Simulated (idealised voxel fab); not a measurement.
Proc. module: voxel self aligned vias
The figure presents cross-section cut, which has a width of 215 nm and is divided into square cells with an edge length of 5 nm.
A cross-section is written here as square cells arranged in a grid, and it is given in bands from the top down, each band taking up one or more rows of cells.
A band entry consists of two parts. The first gives the height of the band's top and the height of its bottom, in nm. The rest lists the band's materials from left to right, each with its width in nm. A single material labelled with the word "throughout" fills the band from edge to edge, and the word "blank" marks empty space.
Measure heights from 0. That's the level where, below it, the as-received wafer is all one material. The lowest band is bottomless and extends downward; write it as in "z 0 and below".
Width "30->40": first value at the band's top row of cells, second value at its bottom row, equal change from row to row.
Key: "remained unchanged" - step with no changed cell in the cross-section.
Under "closed voids" you'll find the enclosed gaps, the ones with no way out to the top, that are 8 cells or bigger; each reads width x height at distance, with distance counted from the left edge, everything in nm.
after a step's settings: what the simulator itself notes on the step
overlay nm: mask right of planned place by this much (step with mask). Neg. = left.
**Here's what the planned process steps look like**
| 1 | RECEIVE | material Si |
| 2 | CONFORMAL_DEP | material SiO2 | thk nm 10 |
| 3 | CONFORMAL_DEP | material SiCN | thk nm 5 |
| 4 | DIRECTIONAL_DEP | material SiO2 | thk nm 20 |
| 5 | DIRECTIONAL_DEP | material aC | thk nm 15 |
| 6 | PATTERN | tone open | mask id LINES | material resist | width nm 20 | pitch nm 60 | thk nm 30 | overlay nm 0 |
| 7 | DIRECTIONAL_ETCH | etch materials aC | depth nm 15 |
| 8 | STRIP | etch materials resist |
| 9 | DIRECTIONAL_ETCH | etch materials SiO2 | depth nm 20 |
| 10 | STRIP | etch materials aC |
| 11 | CONFORMAL_DEP | material TiN | thk nm 5 |
| 12 | FILL_DEP | material W | thk nm 10 |
| 13 | CMP | height nm 35 |
| 14 | SELECTIVE_ETCH | etch materials W Ru TiN | depth nm 10 |
| 15 | FILL_DEP | material SiN | thk nm 10 |
| 16 | CMP | height nm 35 |
| 17 | DIRECTIONAL_DEP | material SiO2 | thk nm 15 |
| 18 | DIRECTIONAL_DEP | material aC | thk nm 10 |
| 19 | PATTERN | tone open | mask id VIAS | material resist | width nm 30 | thk nm 30 | overlay nm 0 |
| 20 | DIRECTIONAL_ETCH | etch materials aC | depth nm 10 |
| 21 | STRIP | etch materials resist |
| 22 | DIRECTIONAL_ETCH | etch materials SiO2 | depth nm 15 |
| 23 | DIRECTIONAL_ETCH | etch materials SiN | depth nm 10 |
| 24 | STRIP | etch materials aC |
| 25 | CONFORMAL_DEP | material TiN | thk nm 5 |
| 26 | FILL_DEP | material W | thk nm 5 |
| 27 | CMP | height nm 50 |
| 28 | CONFORMAL_DEP | material SiN | thk nm 5 |
**Received-state cross-section, reflecting completion of step 1**
* z 0 and below  Si throughout
* closed voids: none
**First of two wafers at the end of the module, shown in cross-section; run carried out as planned**
* z 55 to 50  SiN throughout
* z 50 to 40  SiO2 60; TiN 5; W 20; TiN 5; SiO2 125
* z 40 to 35  SiO2 60; TiN 10; W 10; TiN 10; SiO2 125
* z 35 to 30  SiO2 65; TiN 5; W 10; TiN 5; SiO2 40; SiN 20; SiO2 70
* z 30 to 25  SiO2 65; TiN 20; SiO2 40; SiN 20; SiO2 70
* z 25 to 20  SiO2 65; TiN 5; W 10; TiN 5; SiO2 40; TiN 5; W 10; TiN 5; SiO2 70
* z 20 to 15  SiO2 65; TiN 20; SiO2 40; TiN 20; SiO2 70
* z 15 to 10  SiCN throughout
* z 10 to 0  SiO2 throughout
* z 0 and below  Si throughout
* closed voids: none
**Second of two wafers, module complete, sectioned: it shares the first wafer's start and plan but was run with one mistake**
* z 55 to 50  SiN throughout
* z 50 to 40  SiO2 60; TiN 5; W 20; TiN 5; SiO2 125
* z 40 to 35  SiO2 60; TiN 5; W 10; TiN 15; SiO2 125
* z 35 to 30  SiO2 60; TiN 5; W 10; TiN 5; SiO2 40; SiN 20; SiO2 75
* z 30 to 25  SiO2 60; TiN 20; SiO2 40; SiN 20; SiO2 75
* z 25 to 20  SiO2 60; TiN 5; W 10; TiN 5; SiO2 40; TiN 5; W 10; TiN 5; SiO2 75
* z 20 to 15  SiO2 60; TiN 20; SiO2 40; TiN 20; SiO2 75
* z 15 to 10  SiCN throughout
* z 10 to 0  SiO2 throughout
* z 0 and below  Si throughout
* closed voids: none
Run error: step 6 went in with a setting other than planned; the actual run was PATTERN | tone open | mask id LINES | material resist | width nm 20 | pitch nm 60 | thk nm 30 | overlay nm -5
The two final wafers agree on how many cells each material fills and disagree on which cells those are.
